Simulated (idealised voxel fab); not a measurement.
Title: Process Module voxel self aligned contacts
Displayed cross-section: cut, width of 245 nm, square cells sized 5 nm.
Format of a cross-section: grid, square cells. Given as bands. Order: top down. Band: one or more rows of cells. First you get the band's top height and its bottom height, in nm, and then the materials it's made of, left to right, with each width in nm. If you see a single material with "throughout", that one covers the band edge to edge. "empty" is empty space. Zero point of the height axis is 0; under it, received wafer = one material. Lowest band: continues down indefinitely, "0 -> down". A two-number width, for instance "30..40", indicates that the width is equal to the first number in the top row of the band and to the second number in the bottom row, and that it changes by a constant amount per row of cells. The cross-section has no changed cell in any step marked "nothing was modified". Voids not open to the top, 8 cells minimum: see "Fully enclosed voids". Written width x height at distance; distance is from the left edge; nm. Where a step's line continues beyond its settings, the continuation is a remark by the simulator itself on that step. "overlay nm", when on a step's line for a step with a mask, measures how far to the right of its planned place the mask lay; a negative measure means to the left. How should the pairs below be read? Each gives the cross-section before one process step and the cross-section after it, the latter drawn only to the lowest band that changed; the step that lies between them, with its settings, appears under the pair. Does a pair pick up where the pair above left off? Only where its entry headed "Prior to step" says so, since pairs can come from different runs of this module on the same starting wafer.
**Prior to step**
> 0 -> down: Si throughout
> Fully enclosed voids: none
**Result of Step**
> 5 -> 0: SiO2 throughout
> For the remainder of the cross-section, below 0, there is no change.
> Fully enclosed voids: none
Link between the two cross-sections above: CONFORMAL_DEP,material SiO2,thk nm 5
Prior to step: starting point is the after cross-section of the pair just above.
**Result of Step**
> 25 -> 5: polySi throughout
> For the remainder of the cross-section, below 5, there is no change.
> Fully enclosed voids: none
Link between the two cross-sections above: DIRECTIONAL_DEP,material polySi,thk nm 20
Prior to step: starting point is the after cross-section of the pair just above.
**Result of Step**
> 45 -> 25: SiN throughout
> For the remainder of the cross-section, below 25, there is no change.
> Fully enclosed voids: none
Link between the two cross-sections above: DIRECTIONAL_DEP,material SiN,thk nm 20
Prior to step: starting point is the after cross-section of the pair just above.
**Result of Step**
> 65 -> 45: 35 of empty; 35 of resist; 35 of empty; 35 of resist; 35 of empty; 35 of resist; 35 of empty
> For the remainder of the cross-section, below 45, there is no change.
> Fully enclosed voids: none
Link between the two cross-sections above: PATTERN,tone cover,mask id GATE,material resist,width nm 35,pitch nm 70,thk nm 20,overlay nm 0
Prior to step: starting point is the after cross-section of the pair just above.
**Result of Step**
> 65 -> 45: 35 of empty; 35 of resist; 35 of empty; 35 of resist; 35 of empty; 35 of resist; 35 of empty
> 45 -> 25: 35 of empty; 35 of SiN; 35 of empty; 35 of SiN; 35 of empty; 35 of SiN; 35 of empty
> For the remainder of the cross-section, below 25, there is no change.
> Fully enclosed voids: none
Link between the two cross-sections above: DIRECTIONAL_ETCH,etch materials SiN,depth nm 20
Prior to step: starting point is the after cross-section of the pair just above.
**Result of Step**
> 65 -> 45: 35 of empty; 35 of resist; 35 of empty; 35 of resist; 35 of empty; 35 of resist; 35 of empty
> 45 -> 25: 35 of empty; 35 of SiN; 35 of empty; 35 of SiN; 35 of empty; 35 of SiN; 35 of empty
> 25 -> 5: 35 of empty; 35 of polySi; 35 of empty; 35 of polySi; 35 of empty; 35 of polySi; 35 of empty
> For the remainder of the cross-section, below 5, there is no change.
> Fully enclosed voids: none
Link between the two cross-sections above: DIRECTIONAL_ETCH,etch materials polySi,depth nm 20
Prior to step: starting point is the after cross-section of the pair just above.
**Result of Step**
> 45 -> 25: 35 of empty; 35 of SiN; 35 of empty; 35 of SiN; 35 of empty; 35 of SiN; 35 of empty
> For the remainder of the cross-section, below 25, there is no change.
> Fully enclosed voids: none
Link between the two cross-sections above: STRIP,etch materials resist
Prior to step: starting point is the after cross-section of the pair just above.
**Result of Step**
> 50 -> 25: 30 of empty; 45 of SiN; 25 of empty; 45 of SiN; 25 of empty; 45 of SiN; 30 of empty
> 25 -> 10: 30 of empty; 5 of SiN; 35 of polySi; 5 of SiN; 25 of empty; 5 of SiN; 35 of polySi; 5 of SiN; 25 of empty; 5 of SiN; 35 of polySi; 5 of SiN; 30 of empty
> 10 -> 5: 35 of SiN; 35 of polySi; 35 of SiN; 35 of polySi; 35 of SiN; 35 of polySi; 35 of SiN
> For the remainder of the cross-section, below 5, there is no change.
> Fully enclosed voids: none
Link between the two cross-sections above: CONFORMAL_DEP,material SiN,thk nm 5
Prior to step: starting point is the after cross-section of the pair just above.
**Result of Step**
> 45 -> 25: 30 of empty; 45 of SiN; 25 of empty; 45 of SiN; 25 of empty; 45 of SiN; 30 of empty
> 25 -> 5: 30 of empty; 5 of SiN; 35 of polySi; 5 of SiN; 25 of empty; 5 of SiN; 35 of polySi; 5 of SiN; 25 of empty; 5 of SiN; 35 of polySi; 5 of SiN; 30 of empty
> For the remainder of the cross-section, below 5, there is no change.
> Fully enclosed voids: none
Link between the two cross-sections above: DIRECTIONAL_ETCH,etch materials SiN,depth nm 5
Prior to step: starting point is the after cross-section of the pair just above.
**Result of Step**
> 55 -> 45: SiO2 throughout
> 45 -> 25: 30 of SiO2; 45 of SiN; 25 of SiO2; 45 of SiN; 25 of SiO2; 45 of SiN; 30 of SiO2
> 25 -> 5: 30 of SiO2; 5 of SiN; 35 of polySi; 5 of SiN; 25 of SiO2; 5 of SiN; 35 of polySi; 5 of SiN; 25 of SiO2; 5 of SiN; 35 of polySi; 5 of SiN; 30 of SiO2
> For the remainder of the cross-section, below 5, there is no change.
> Fully enclosed voids: none
Link between the two cross-sections above: FILL_DEP,material SiO2,thk nm 10
Prior to step: starting point is the after cross-section of the pair just above.
**Result of Step**
> 50 -> 45: SiO2 throughout
> For the remainder of the cross-section, below 45, there is no change.
> Fully enclosed voids: none
Link between the two cross-sections above: CMP,height nm 50
Prior to step: starting point is the after cross-section of the pair just above.
**Result of Step**
> 65 -> 50: aC throughout
> For the remainder of the cross-section, below 50, there is no change.
> Fully enclosed voids: none
Link between the two cross-sections above: DIRECTIONAL_DEP,material aC,thk nm 15
Prior to step: starting point is the after cross-section of the pair just above.
**Result of Step**
> 100 -> 65: 65 of resist; 45 of empty; 25 of resist; 45 of empty; 65 of resist
> For the remainder of the cross-section, below 65, there is no change.
> Fully enclosed voids: none
Link between the two cross-sections above: PATTERN,tone open,mask id CONTACT,material resist,width nm 45,pitch nm 70,thk nm 35,overlay nm 0
Prior to step: starting point is the after cross-section of the pair just above.
**Result of Step**
> 85 -> 65: 65 of resist; 45 of empty; 25 of resist; 45 of empty; 65 of resist
> 65 -> 50: 65 of aC; 45 of empty; 25 of aC; 45 of empty; 65 of aC
> For the remainder of the cross-section, below 50, there is no change.
> Fully enclosed voids: none
Link between the two cross-sections above: DIRECTIONAL_ETCH,etch materials aC,depth nm 15
Prior to step: starting point is the after cross-section of the pair just above.
**Result of Step**
> 65 -> 50: 65 of aC; 45 of empty; 25 of aC; 45 of empty; 65 of aC
> For the remainder of the cross-section, below 50, there is no change.
> Fully enclosed voids: none
Link between the two cross-sections above: STRIP,etch materials resist
Prior to step: starting point is the after cross-section of the pair just above.
**Result of Step**
> 65 -> 50: 65 of aC; 45 of empty; 25 of aC; 45 of empty; 65 of aC
> 50 -> 45: 65 of SiO2; 45 of empty; 25 of SiO2; 45 of empty; 65 of SiO2
> 45 -> 25: 30 of SiO2; 45 of SiN; 25 of empty; 45 of SiN; 25 of empty; 45 of SiN; 30 of SiO2
> 25 -> 5: 30 of SiO2; 5 of SiN; 35 of polySi; 5 of SiN; 25 of empty; 5 of SiN; 35 of polySi; 5 of SiN; 25 of empty; 5 of SiN; 35 of polySi; 5 of SiN; 30 of SiO2
> 5 -> 0: 75 of SiO2; 25 of empty; 45 of SiO2; 25 of empty; 75 of SiO2
> For the remainder of the cross-section, below 0, there is no change.
> Fully enclosed voids: none
Link between the two cross-sections above: DIRECTIONAL_ETCH,etch materials SiO2,depth nm 50
Prior to step: starting point is the after cross-section of the pair just above.
**Result of Step**
> 50 -> 45: 65 of SiO2; 45 of empty; 25 of SiO2; 45 of empty; 65 of SiO2
> For the remainder of the cross-section, below 45, there is no change.
> Fully enclosed voids: none
Link between the two cross-sections above: STRIP,etch materials aC
Prior to step: starting point is the after cross-section of the pair just above.
**Result of Step**
> 55 -> 50: 70 of TiN; 35 of empty; 35 of TiN; 35 of empty; 70 of TiN
> 50 -> 45: 65 of SiO2; 15 of TiN; 15 of empty; 15 of TiN; 25 of SiO2; 15 of TiN; 15 of empty; 15 of TiN; 65 of SiO2
> 45 -> 25: 30 of SiO2; 45 of SiN; 5 of TiN; 15 of empty; 5 of TiN; 45 of SiN; 5 of TiN; 15 of empty; 5 of TiN; 45 of SiN; 30 of SiO2
> 25 -> 5: 30 of SiO2; 5 of SiN; 35 of polySi; 5 of SiN; 5 of TiN; 15 of empty; 5 of TiN; 5 of SiN; 35 of polySi; 5 of SiN; 5 of TiN; 15 of empty; 5 of TiN; 5 of SiN; 35 of polySi; 5 of SiN; 30 of SiO2
> 5 -> 0: 75 of SiO2; 25 of TiN; 45 of SiO2; 25 of TiN; 75 of SiO2
> For the remainder of the cross-section, below 0, there is no change.
> Fully enclosed voids: none
Link between the two cross-sections above: CONFORMAL_DEP,material TiN,thk nm 5
Prior to step: starting point is the after cross-section of the pair just above.
**Result of Step**
> 60 -> 55: W throughout
> 55 -> 50: 70 of TiN; 35 of W; 35 of TiN; 35 of W; 70 of TiN
> 50 -> 45: 65 of SiO2; 15 of TiN; 15 of W; 15 of TiN; 25 of SiO2; 15 of TiN; 15 of W; 15 of TiN; 65 of SiO2
> 45 -> 25: 30 of SiO2; 45 of SiN; 5 of TiN; 15 of W; 5 of TiN; 45 of SiN; 5 of TiN; 15 of W; 5 of TiN; 45 of SiN; 30 of SiO2
> 25 -> 5: 30 of SiO2; 5 of SiN; 35 of polySi; 5 of SiN; 5 of TiN; 15 of W; 5 of TiN; 5 of SiN; 35 of polySi; 5 of SiN; 5 of TiN; 15 of W; 5 of TiN; 5 of SiN; 35 of polySi; 5 of SiN; 30 of SiO2
> For the remainder of the cross-section, below 5, there is no change.
> Fully enclosed voids: none
Link between the two cross-sections above: FILL_DEP,material W,thk nm 5
Prior to step: starting point is the after cross-section of the pair just above.
**Result of Step**
> 50 -> 45: 65 of SiO2; 15 of TiN; 15 of W; 15 of TiN; 25 of SiO2; 15 of TiN; 15 of W; 15 of TiN; 65 of SiO2
> For the remainder of the cross-section, below 45, there is no change.
> Fully enclosed voids: none
Link between the two cross-sections above: CMP,height nm 50
Prior to step: starting point is the after cross-section of the pair just above.
**Result of Step**
> 55 -> 50: SiCN throughout
> For the remainder of the cross-section, below 50, there is no change.
> Fully enclosed voids: none
Link between the two cross-sections above: CONFORMAL_DEP,material SiCN,thk nm 5
**Prior to step**
> 0 -> down: Si throughout
> Fully enclosed voids: none
**Result of Step**
> 20 -> 0: polySi throughout
> For the remainder of the cross-section, below 0, there is no change.
> Fully enclosed voids: none
Link between the two cross-sections above: DIRECTIONAL_DEP,material polySi,thk nm 20
Prior to step: starting point is the after cross-section of the pair just above.
**Result of Step**
> 40 -> 20: SiN throughout
> For the remainder of the cross-section, below 20, there is no change.
> Fully enclosed voids: none
Link between the two cross-sections above: DIRECTIONAL_DEP,material SiN,thk nm 20
Prior to step: starting point is the after cross-section of the pair just above.
**Result of Step**
> 60 -> 40: 35 of empty; 35 of resist; 35 of empty; 35 of resist; 35 of empty; 35 of resist; 35 of empty
> For the remainder of the cross-section, below 40, there is no change.
> Fully enclosed voids: none
Link between the two cross-sections above: PATTERN,tone cover,mask id GATE,material resist,width nm 35,pitch nm 70,thk nm 20,overlay nm 0
Prior to step: starting point is the after cross-section of the pair just above.
**Result of Step**
> 60 -> 40: 35 of empty; 35 of resist; 35 of empty; 35 of resist; 35 of empty; 35 of resist; 35 of empty
> 40 -> 20: 35 of empty; 35 of SiN; 35 of empty; 35 of SiN; 35 of empty; 35 of SiN; 35 of empty
> For the remainder of the cross-section, below 20, there is no change.
> Fully enclosed voids: none
Link between the two cross-sections above: DIRECTIONAL_ETCH,etch materials SiN,depth nm 20
Prior to step: starting point is the after cross-section of the pair just above.
**Result of Step**
> 60 -> 40: 35 of empty; 35 of resist; 35 of empty; 35 of resist; 35 of empty; 35 of resist; 35 of empty
> 40 -> 20: 35 of empty; 35 of SiN; 35 of empty; 35 of SiN; 35 of empty; 35 of SiN; 35 of empty
> 20 -> 0: 35 of empty; 35 of polySi; 35 of empty; 35 of polySi; 35 of empty; 35 of polySi; 35 of empty
> For the remainder of the cross-section, below 0, there is no change.
> Fully enclosed voids: none
Link between the two cross-sections above: DIRECTIONAL_ETCH,etch materials polySi,depth nm 20
Prior to step: starting point is the after cross-section of the pair just above.
**Result of Step**
> 40 -> 20: 35 of empty; 35 of SiN; 35 of empty; 35 of SiN; 35 of empty; 35 of SiN; 35 of empty
> For the remainder of the cross-section, below 20, there is no change.
> Fully enclosed voids: none
Link between the two cross-sections above: STRIP,etch materials resist
Prior to step: starting point is the after cross-section of the pair just above.
**Result of Step**
> 45 -> 20: 30 of empty; 45 of SiN; 25 of empty; 45 of SiN; 25 of empty; 45 of SiN; 30 of empty
> 20 -> 5: 30 of empty; 5 of SiN; 35 of polySi; 5 of SiN; 25 of empty; 5 of SiN; 35 of polySi; 5 of SiN; 25 of empty; 5 of SiN; 35 of polySi; 5 of SiN; 30 of empty
> 5 -> 0: 35 of SiN; 35 of polySi; 35 of SiN; 35 of polySi; 35 of SiN; 35 of polySi; 35 of SiN
> For the remainder of the cross-section, below 0, there is no change.
> Fully enclosed voids: none
Link between the two cross-sections above: CONFORMAL_DEP,material SiN,thk nm 5
Prior to step: starting point is the after cross-section of the pair just above.
**Result of Step**
> 40 -> 20: 30 of empty; 45 of SiN; 25 of empty; 45 of SiN; 25 of empty; 45 of SiN; 30 of empty
> 20 -> 0: 30 of empty; 5 of SiN; 35 of polySi; 5 of SiN; 25 of empty; 5 of SiN; 35 of polySi; 5 of SiN; 25 of empty; 5 of SiN; 35 of polySi; 5 of SiN; 30 of empty
> For the remainder of the cross-section, below 0, there is no change.
> Fully enclosed voids: none
Link between the two cross-sections above: DIRECTIONAL_ETCH,etch materials SiN,depth nm 5
Prior to step: starting point is the after cross-section of the pair just above.
**Result of Step**
> 50 -> 40: SiO2 throughout
> 40 -> 20: 30 of SiO2; 45 of SiN; 25 of SiO2; 45 of SiN; 25 of SiO2; 45 of SiN; 30 of SiO2
> 20 -> 0: 30 of SiO2; 5 of SiN; 35 of polySi; 5 of SiN; 25 of SiO2; 5 of SiN; 35 of polySi; 5 of SiN; 25 of SiO2; 5 of SiN; 35 of polySi; 5 of SiN; 30 of SiO2
> For the remainder of the cross-section, below 0, there is no change.
> Fully enclosed voids: none
Link between the two cross-sections above: FILL_DEP,material SiO2,thk nm 10
Prior to step: starting point is the after cross-section of the pair just above.
**Result of Step**
> 65 -> 50: aC throughout
> For the remainder of the cross-section, below 50, there is no change.
> Fully enclosed voids: none
Link between the two cross-sections above: DIRECTIONAL_DEP,material aC,thk nm 15
Prior to step: starting point is the after cross-section of the pair just above.
**Result of Step**
> 100 -> 65: 65 of resist; 45 of empty; 25 of resist; 45 of empty; 65 of resist
> For the remainder of the cross-section, below 65, there is no change.
> Fully enclosed voids: none
Link between the two cross-sections above: PATTERN,tone open,mask id CONTACT,material resist,width nm 45,pitch nm 70,thk nm 35,overlay nm 0
Prior to step: starting point is the after cross-section of the pair just above.
**Result of Step**
> 85 -> 65: 65 of resist; 45 of empty; 25 of resist; 45 of empty; 65 of resist
> 65 -> 50: 65 of aC; 45 of empty; 25 of aC; 45 of empty; 65 of aC
> For the remainder of the cross-section, below 50, there is no change.
> Fully enclosed voids: none
Link between the two cross-sections above: DIRECTIONAL_ETCH,etch materials aC,depth nm 15
Prior to step: starting point is the after cross-section of the pair just above.
**Result of Step**
> 65 -> 50: 65 of aC; 45 of empty; 25 of aC; 45 of empty; 65 of aC
> For the remainder of the cross-section, below 50, there is no change.
> Fully enclosed voids: none
Link between the two cross-sections above: STRIP,etch materials resist
Prior to step: starting point is the after cross-section of the pair just above.
**Result of Step**
> 65 -> 50: 65 of aC; 45 of empty; 25 of aC; 45 of empty; 65 of aC
> 50 -> 40: 65 of SiO2; 45 of empty; 25 of SiO2; 45 of empty; 65 of SiO2
> 40 -> 20: 30 of SiO2; 45 of SiN; 25 of empty; 45 of SiN; 25 of empty; 45 of SiN; 30 of SiO2
> 20 -> 0: 30 of SiO2; 5 of SiN; 35 of polySi; 5 of SiN; 25 of empty; 5 of SiN; 35 of polySi; 5 of SiN; 25 of empty; 5 of SiN; 35 of polySi; 5 of SiN; 30 of SiO2
> For the remainder of the cross-section, below 0, there is no change.
> Fully enclosed voids: none
Link between the two cross-sections above: DIRECTIONAL_ETCH,etch materials SiO2,depth nm 50
Prior to step: starting point is the after cross-section of the pair just above.
**Result of Step**
> 50 -> 40: 65 of SiO2; 45 of empty; 25 of SiO2; 45 of empty; 65 of SiO2
> For the remainder of the cross-section, below 40, there is no change.
> Fully enclosed voids: none
Link between the two cross-sections above: STRIP,etch materials aC
Prior to step: starting point is the after cross-section of the pair just above.
**Result of Step**
> 55 -> 50: 70 of TiN; 35 of empty; 35 of TiN; 35 of empty; 70 of TiN
> 50 -> 40: 65 of SiO2; 5..15 of TiN; 35..15 of empty; 5..15 of TiN; 25 of SiO2; 5..15 of TiN; 35..15 of empty; 5..15 of TiN; 65 of SiO2
> 40 -> 20: 30 of SiO2; 45 of SiN; 5 of TiN; 15 of empty; 5 of TiN; 45 of SiN; 5 of TiN; 15 of empty; 5 of TiN; 45 of SiN; 30 of SiO2
> 20 -> 5: 30 of SiO2; 5 of SiN; 35 of polySi; 5 of SiN; 5 of TiN; 15 of empty; 5 of TiN; 5 of SiN; 35 of polySi; 5 of SiN; 5 of TiN; 15 of empty; 5 of TiN; 5 of SiN; 35 of polySi; 5 of SiN; 30 of SiO2
> 5 -> 0: 30 of SiO2; 5 of SiN; 35 of polySi; 5 of SiN; 25 of TiN; 5 of SiN; 35 of polySi; 5 of SiN; 25 of TiN; 5 of SiN; 35 of polySi; 5 of SiN; 30 of SiO2
> For the remainder of the cross-section, below 0, there is no change.
> Fully enclosed voids: none
Link between the two cross-sections above: CONFORMAL_DEP,material TiN,thk nm 5
Prior to step: starting point is the after cross-section of the pair just above.
**Result of Step**
> 60 -> 55: W throughout
> 55 -> 50: 70 of TiN; 35 of W; 35 of TiN; 35 of W; 70 of TiN
> 50 -> 40: 65 of SiO2; 5..15 of TiN; 35..15 of W; 5..15 of TiN; 25 of SiO2; 5..15 of TiN; 35..15 of W; 5..15 of TiN; 65 of SiO2
> 40 -> 20: 30 of SiO2; 45 of SiN; 5 of TiN; 15 of W; 5 of TiN; 45 of SiN; 5 of TiN; 15 of W; 5 of TiN; 45 of SiN; 30 of SiO2
> 20 -> 5: 30 of SiO2; 5 of SiN; 35 of polySi; 5 of SiN; 5 of TiN; 15 of W; 5 of TiN; 5 of SiN; 35 of polySi; 5 of SiN; 5 of TiN; 15 of W; 5 of TiN; 5 of SiN; 35 of polySi; 5 of SiN; 30 of SiO2
> For the remainder of the cross-section, below 5, there is no change.
> Fully enclosed voids: none
Link between the two cross-sections above: FILL_DEP,material W,thk nm 5
Prior to step: starting point is the after cross-section of the pair just above.
**Result of Step**
> 50 -> 40: 65 of SiO2; 5..15 of TiN; 35..15 of W; 5..15 of TiN; 25 of SiO2; 5..15 of TiN; 35..15 of W; 5..15 of TiN; 65 of SiO2
> For the remainder of the cross-section, below 40, there is no change.
> Fully enclosed voids: none
Link between the two cross-sections above: CMP,height nm 50
Prior to step: starting point is the after cross-section of the pair just above.
**Result of Step**
> 55 -> 50: SiCN throughout
> For the remainder of the cross-section, below 50, there is no change.
> Fully enclosed voids: none
Link between the two cross-sections above: CONFORMAL_DEP,material SiCN,thk nm 5
**Prior to step**
> 45 -> 25: SiN throughout
> 25 -> 5: polySi throughout
> 5 -> 0: SiO2 throughout
> 0 -> down: Si throughout
> Fully enclosed voids: none
**Result of Step**
> 65 -> 25: SiN throughout
> For the remainder of the cross-section, below 25, there is no change.
> Fully enclosed voids: none
Link between the two cross-sections above: DIRECTIONAL_DEP,material SiN,thk nm 20
Prior to step: starting point is the after cross-section of the pair just above.
**Result of Step**
> 85 -> 65: 35 of empty; 35 of resist; 35 of empty; 35 of resist; 35 of empty; 35 of resist; 35 of empty
> For the remainder of the cross-section, below 65, there is no change.
> Fully enclosed voids: none
Link between the two cross-sections above: PATTERN,tone cover,mask id GATE,material resist,width nm 35,pitch nm 70,thk nm 20,overlay nm 0
Prior to step: starting point is the after cross-section of the pair just above.
**Result of Step**
> 85 -> 65: 35 of empty; 35 of resist; 35 of empty; 35 of resist; 35 of empty; 35 of resist; 35 of empty
> 65 -> 45: 35 of empty; 35 of SiN; 35 of empty; 35 of SiN; 35 of empty; 35 of SiN; 35 of empty
> For the remainder of the cross-section, below 45, there is no change.
> Fully enclosed voids: none
Link between the two cross-sections above: DIRECTIONAL_ETCH,etch materials SiN,depth nm 20
Prior to step: starting point is the after cross-section of the pair just above.
**Result of Step**
> 65 -> 45: 35 of empty; 35 of SiN; 35 of empty; 35 of SiN; 35 of empty; 35 of SiN; 35 of empty
> For the remainder of the cross-section, below 45, there is no change.
> Fully enclosed voids: none
Link between the two cross-sections above: STRIP,etch materials resist
Prior to step: starting point is the after cross-section of the pair just above.
**Result of Step**
> 70 -> 50: 30 of empty; 45 of SiN; 25 of empty; 45 of SiN; 25 of empty; 45 of SiN; 30 of empty
> 50 -> 25: SiN throughout
> For the remainder of the cross-section, below 25, there is no change.
> Fully enclosed voids: none
Link between the two cross-sections above: CONFORMAL_DEP,material SiN,thk nm 5
Prior to step: starting point is the after cross-section of the pair just above.
**Result of Step**
> 65 -> 45: 30 of empty; 45 of SiN; 25 of empty; 45 of SiN; 25 of empty; 45 of SiN; 30 of empty
> For the remainder of the cross-section, below 45, there is no change.
> Fully enclosed voids: none
Link between the two cross-sections above: DIRECTIONAL_ETCH,etch materials SiN,depth nm 5
Prior to step: starting point is the after cross-section of the pair just above.
**Result of Step**
> 75 -> 65: SiO2 throughout
> 65 -> 45: 30 of SiO2; 45 of SiN; 25 of SiO2; 45 of SiN; 25 of SiO2; 45 of SiN; 30 of SiO2
> For the remainder of the cross-section, below 45, there is no change.
> Fully enclosed voids: none
Link between the two cross-sections above: FILL_DEP,material SiO2,thk nm 10
Prior to step: starting point is the after cross-section of the pair just above.
**Result of Step**
> 50 -> 45: 30 of SiO2; 45 of SiN; 25 of SiO2; 45 of SiN; 25 of SiO2; 45 of SiN; 30 of SiO2
> For the remainder of the cross-section, below 45, there is no change.
> Fully enclosed voids: none
Link between the two cross-sections above: CMP,height nm 50
Prior to step: starting point is the after cross-section of the pair just above.
**Result of Step**
> 65 -> 50: aC throughout
> For the remainder of the cross-section, below 50, there is no change.
> Fully enclosed voids: none
Link between the two cross-sections above: DIRECTIONAL_DEP,material aC,thk nm 15
Prior to step: starting point is the after cross-section of the pair just above.
**Result of Step**
> 100 -> 65: 65 of resist; 45 of empty; 25 of resist; 45 of empty; 65 of resist
> For the remainder of the cross-section, below 65, there is no change.
> Fully enclosed voids: none
Link between the two cross-sections above: PATTERN,tone open,mask id CONTACT,material resist,width nm 45,pitch nm 70,thk nm 35,overlay nm 0
Prior to step: starting point is the after cross-section of the pair just above.
**Result of Step**
> 85 -> 65: 65 of resist; 45 of empty; 25 of resist; 45 of empty; 65 of resist
> 65 -> 50: 65 of aC; 45 of empty; 25 of aC; 45 of empty; 65 of aC
> For the remainder of the cross-section, below 50, there is no change.
> Fully enclosed voids: none
Link between the two cross-sections above: DIRECTIONAL_ETCH,etch materials aC,depth nm 15
Prior to step: starting point is the after cross-section of the pair just above.
**Result of Step**
> 65 -> 50: 65 of aC; 45 of empty; 25 of aC; 45 of empty; 65 of aC
> For the remainder of the cross-section, below 50, there is no change.
> Fully enclosed voids: none
Link between the two cross-sections above: STRIP,etch materials resist
Prior to step: starting point is the after cross-section of the pair just above.
**Result of Step**
> 65 -> 50: 65 of aC; 45 of empty; 25 of aC; 45 of empty; 65 of aC
> 50 -> 45: 30 of SiO2; 45 of SiN; 25 of empty; 45 of SiN; 25 of empty; 45 of SiN; 30 of SiO2
> For the remainder of the cross-section, below 45, there is no change.
> Fully enclosed voids: none
Link between the two cross-sections above: DIRECTIONAL_ETCH,etch materials SiO2,depth nm 50
Prior to step: starting point is the after cross-section of the pair just above.
**Result of Step**
> 50 -> 45: 30 of SiO2; 45 of SiN; 25 of empty; 45 of SiN; 25 of empty; 45 of SiN; 30 of SiO2
> For the remainder of the cross-section, below 45, there is no change.
> Fully enclosed voids: none
Link between the two cross-sections above: STRIP,etch materials aC
Prior to step: starting point is the after cross-section of the pair just above.
**Result of Step**
> 55 -> 50: 80 of TiN; 15 of empty; 55 of TiN; 15 of empty; 80 of TiN
> 50 -> 45: 30 of SiO2; 45 of SiN; 25 of TiN; 45 of SiN; 25 of TiN; 45 of SiN; 30 of SiO2
> For the remainder of the cross-section, below 45, there is no change.
> Fully enclosed voids: none
Link between the two cross-sections above: CONFORMAL_DEP,material TiN,thk nm 5
Prior to step: starting point is the after cross-section of the pair just above.
**Result of Step**
> 60 -> 55: W throughout
> 55 -> 50: 80 of TiN; 15 of W; 55 of TiN; 15 of W; 80 of TiN
> For the remainder of the cross-section, below 50, there is no change.
> Fully enclosed voids: none
Link between the two cross-sections above: FILL_DEP,material W,thk nm 5
Prior to step: starting point is the after cross-section of the pair just above.
**Result of Step**
> 50 -> 45: 30 of SiO2; 45 of SiN; 25 of TiN; 45 of SiN; 25 of TiN; 45 of SiN; 30 of SiO2
> For the remainder of the cross-section, below 45, there is no change.
> Fully enclosed voids: none
Link between the two cross-sections above: CMP,height nm 50
Prior to step: starting point is the after cross-section of the pair just above.
**Result of Step**
> 55 -> 50: SiCN throughout
> For the remainder of the cross-section, below 50, there is no change.
> Fully enclosed voids: none
Link between the two cross-sections above: CONFORMAL_DEP,material SiCN,thk nm 5
**Prior to step**
> 20 -> 0: polySi throughout
> 0 -> down: Si throughout
> Fully enclosed voids: none
**Result of Step**
> 25 -> 20: SiO2 throughout
> For the remainder of the cross-section, below 20, there is no change.
> Fully enclosed voids: none
Link between the two cross-sections above: CONFORMAL_DEP,material SiO2,thk nm 5
Prior to step: starting point is the after cross-section of the pair just above.
**Result of Step**
> 45 -> 25: SiN throughout
> For the remainder of the cross-section, below 25, there is no change.
> Fully enclosed voids: none
Link between the two cross-sections above: DIRECTIONAL_DEP,material SiN,thk nm 20
Prior to step: starting point is the after cross-section of the pair just above.
**Result of Step**
> 65 -> 45: 35 of empty; 35 of resist; 35 of empty; 35 of resist; 35 of empty; 35 of resist; 35 of empty
> For the remainder of the cross-section, below 45, there is no change.
> Fully enclosed voids: none
Link between the two cross-sections above: PATTERN,tone cover,mask id GATE,material resist,width nm 35,pitch nm 70,thk nm 20,overlay nm 0
Prior to step: starting point is the after cross-section of the pair just above.
**Result of Step**
> 65 -> 45: 35 of empty; 35 of resist; 35 of empty; 35 of resist; 35 of empty; 35 of resist; 35 of empty
> 45 -> 25: 35 of empty; 35 of SiN; 35 of empty; 35 of SiN; 35 of empty; 35 of SiN; 35 of empty
> For the remainder of the cross-section, below 25, there is no change.
> Fully enclosed voids: none
Link between the two cross-sections above: DIRECTIONAL_ETCH,etch materials SiN,depth nm 20
Prior to step: starting point is the after cross-section of the pair just above.
**Result of Step**
> 45 -> 25: 35 of empty; 35 of SiN; 35 of empty; 35 of SiN; 35 of empty; 35 of SiN; 35 of empty
> For the remainder of the cross-section, below 25, there is no change.
> Fully enclosed voids: none
Link between the two cross-sections above: STRIP,etch materials resist
Prior to step: starting point is the after cross-section of the pair just above.
**Result of Step**
> 50 -> 30: 30 of empty; 45 of SiN; 25 of empty; 45 of SiN; 25 of empty; 45 of SiN; 30 of empty
> 30 -> 25: SiN throughout
> For the remainder of the cross-section, below 25, there is no change.
> Fully enclosed voids: none
Link between the two cross-sections above: CONFORMAL_DEP,material SiN,thk nm 5
Prior to step: starting point is the after cross-section of the pair just above.
**Result of Step**
> 45 -> 25: 30 of empty; 45 of SiN; 25 of empty; 45 of SiN; 25 of empty; 45 of SiN; 30 of empty
> For the remainder of the cross-section, below 25, there is no change.
> Fully enclosed voids: none
Link between the two cross-sections above: DIRECTIONAL_ETCH,etch materials SiN,depth nm 5
Prior to step: starting point is the after cross-section of the pair just above.
**Result of Step**
> 55 -> 45: SiO2 throughout
> 45 -> 25: 30 of SiO2; 45 of SiN; 25 of SiO2; 45 of SiN; 25 of SiO2; 45 of SiN; 30 of SiO2
> For the remainder of the cross-section, below 25, there is no change.
> Fully enclosed voids: none
Link between the two cross-sections above: FILL_DEP,material SiO2,thk nm 10
Prior to step: starting point is the after cross-section of the pair just above.
**Result of Step**
> 50 -> 45: SiO2 throughout
> For the remainder of the cross-section, below 45, there is no change.
> Fully enclosed voids: none
Link between the two cross-sections above: CMP,height nm 50
Prior to step: starting point is the after cross-section of the pair just above.
**Result of Step**
> 65 -> 50: aC throughout
> For the remainder of the cross-section, below 50, there is no change.
> Fully enclosed voids: none
Link between the two cross-sections above: DIRECTIONAL_DEP,material aC,thk nm 15
Prior to step: starting point is the after cross-section of the pair just above.
**Result of Step**
> 100 -> 65: 65 of resist; 45 of empty; 25 of resist; 45 of empty; 65 of resist
> For the remainder of the cross-section, below 65, there is no change.
> Fully enclosed voids: none
Link between the two cross-sections above: PATTERN,tone open,mask id CONTACT,material resist,width nm 45,pitch nm 70,thk nm 35,overlay nm 0
Prior to step: starting point is the after cross-section of the pair just above.
**Result of Step**
> 85 -> 65: 65 of resist; 45 of empty; 25 of resist; 45 of empty; 65 of resist
> 65 -> 50: 65 of aC; 45 of empty; 25 of aC; 45 of empty; 65 of aC
> For the remainder of the cross-section, below 50, there is no change.
> Fully enclosed voids: none
Link between the two cross-sections above: DIRECTIONAL_ETCH,etch materials aC,depth nm 15
Prior to step: starting point is the after cross-section of the pair just above.
**Result of Step**
> 65 -> 50: 65 of aC; 45 of empty; 25 of aC; 45 of empty; 65 of aC
> For the remainder of the cross-section, below 50, there is no change.
> Fully enclosed voids: none
Link between the two cross-sections above: STRIP,etch materials resist
